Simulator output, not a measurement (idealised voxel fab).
process module | voxel wiring stack
cross-section cut | 295 nm wide | cells 5 nm
A cross-section is a grid of square cells, given in bands from the top down. A band is one or more rows of cells.
Each band's line starts with the height of the band's top and of its bottom, in nm. Then come its materials from left to right, each with its width in nm. One material with "throughout" fills the band from edge to edge. "air" is empty space.
Height 0 is the level under which the wafer as received is all one material. The lowest band goes on downwards, as in "0 down".
A width such as "30 to 40" changes by the same amount from each row of cells to the next, from the band's top row to its bottom row.
"no change" after a step means that no cell of the cross-section changed.
closed voids: empty space of 8 cells or more with no open way to the top, each as width x height at its distance from the left edge, in nm
after a step's settings: what the simulator itself notes on the step
overlay nm, on a step with a mask: how far to the right of its planned place the mask lay; to the left if negative
plan
1 op RECEIVE | material Si
2 op CONFORMAL_DEP | material SiO2 | thk nm 10
3 op DIRECTIONAL_DEP | material TiN | thk nm 5
4 op DIRECTIONAL_DEP | material Ru | thk nm 20
5 op PATTERN | tone cover | mask id METAL_1 | material resist | width nm 30 | pitch nm 50 | thk nm 15 | overlay nm 0
6 op DIRECTIONAL_ETCH | etch materials Ru | depth nm 20
7 op DIRECTIONAL_ETCH | etch materials TiN | depth nm 5
8 op STRIP | etch materials resist
9 op FILL_DEP | material lowk | thk nm 10
10 op CMP | height nm 35
11 op CONFORMAL_DEP | material SiCN | thk nm 5
12 op DIRECTIONAL_DEP | material lowk | thk nm 20
13 op PATTERN | tone open | mask id PLUG_1 | material resist | width nm 15 | pitch nm 50 | thk nm 20 | overlay nm 0
14 op DIRECTIONAL_ETCH | etch materials lowk | depth nm 20
15 op DIRECTIONAL_ETCH | etch materials SiCN | depth nm 5
16 op STRIP | etch materials resist
17 op EPI | material Ru | thk nm 10
18 op EPI | material Ru | thk nm 10
19 op EPI | material Ru | thk nm 5
20 op DIRECTIONAL_DEP | material TiN | thk nm 5
21 op DIRECTIONAL_DEP | material W | thk nm 20
22 op MASKED_ETCH | tone cover | mask id METAL_2 | width nm 30 | pitch nm 50 | etch materials W | depth nm 20 | overlay nm 0
23 op MASKED_ETCH | tone cover | mask id METAL_2 | width nm 30 | pitch nm 50 | etch materials TiN | depth nm 5 | overlay nm -15
24 op CONFORMAL_DEP | material SiN | thk nm 5
25 op FILL_DEP | material SiO2 | thk nm 10
26 op CMP | height nm 85
27 op CONFORMAL_DEP | material SiCN | thk nm 5
varied across the wafers: overlay nm of step 23. The plan shows the first wafer's value. All wafers start alike
first wafer as received, after step 1
  0 down: Si throughout
  closed voids: none
first wafer at the end, after step 27
  90 to 85: SiCN throughout
  85 to 70: SiO2 75 | SiN 5 | W 30 | SiN 5 | SiO2 10 | SiN 5 | W 30 | SiN 5 | SiO2 10 | SiN 5 | W 30 | SiN 5 | SiO2 80
  70 to 65: SiO2 60 | SiN 20 | W 30 | SiN 20 | W 30 | SiN 20 | W 30 | SiN 5 | SiO2 80
  65 to 60: SiN 65 | TiN 45 | SiN 5 | TiN 45 | SiN 5 | TiN 45 | SiN 85
  60 to 40: lowk 80 | Ru 15 | lowk 35 | Ru 15 | lowk 35 | Ru 15 | lowk 100
  40 to 35: SiCN 80 | Ru 15 | SiCN 35 | Ru 15 | SiCN 35 | Ru 15 | SiCN 100
  35 to 15: lowk 80 | Ru 30 | lowk 20 | Ru 30 | lowk 20 | Ru 30 | lowk 85
  15 to 10: lowk 80 | TiN 30 | lowk 20 | TiN 30 | lowk 20 | TiN 30 | lowk 85
  10 to 0: SiO2 throughout
  0 down: Si throughout
  closed voids: none
last wafer at the end
  90 to 85: SiCN throughout
  85 to 70: SiO2 75 | SiN 5 | W 30 | SiN 5 | SiO2 10 | SiN 5 | W 30 | SiN 5 | SiO2 10 | SiN 5 | W 30 | SiN 5 | SiO2 80
  70 to 65: SiO2 75 | SiN 5 | W 30 | SiN 20 | W 30 | SiN 20 | W 30 | SiN 20 | SiO2 65
  65 to 60: SiN 80 | TiN 45 | SiN 5 | TiN 45 | SiN 5 | TiN 45 | SiN 70
  60 to 40: lowk 80 | Ru 15 | lowk 35 | Ru 15 | lowk 35 | Ru 15 | lowk 100
  40 to 35: SiCN 80 | Ru 15 | SiCN 35 | Ru 15 | SiCN 35 | Ru 15 | SiCN 100
  35 to 15: lowk 80 | Ru 30 | lowk 20 | Ru 30 | lowk 20 | Ru 30 | lowk 85
  15 to 10: lowk 80 | TiN 30 | lowk 20 | TiN 30 | lowk 20 | TiN 30 | lowk 85
  10 to 0: SiO2 throughout
  0 down: Si throughout
  closed voids: none
each wafer at the end: cells of each material gained (+) or lost (-) since it was received, then its closed voids
overlay nm -15 | +117 Ru | +109 SiCN | +63 SiN | +251 SiO2 | +45 TiN | +72 W | +405 lowk | closed voids: none
overlay nm -10 | +117 Ru | +109 SiCN | +65 SiN | +252 SiO2 | +42 TiN | +72 W | +405 lowk | closed voids: none
overlay nm -5 | +117 Ru | +109 SiCN | +65 SiN | +255 SiO2 | +39 TiN | +72 W | +405 lowk | closed voids: none
overlay nm 0 | +117 Ru | +109 SiCN | +65 SiN | +258 SiO2 | +36 TiN | +72 W | +405 lowk | closed voids: none
overlay nm 5 | +117 Ru | +109 SiCN | +65 SiN | +255 SiO2 | +39 TiN | +72 W | +405 lowk | closed voids: none
overlay nm 10 | +117 Ru | +109 SiCN | +65 SiN | +252 SiO2 | +42 TiN | +72 W | +405 lowk | closed voids: none
overlay nm 15 | +117 Ru | +109 SiCN | +63 SiN | +251 SiO2 | +45 TiN | +72 W | +405 lowk | closed voids: none
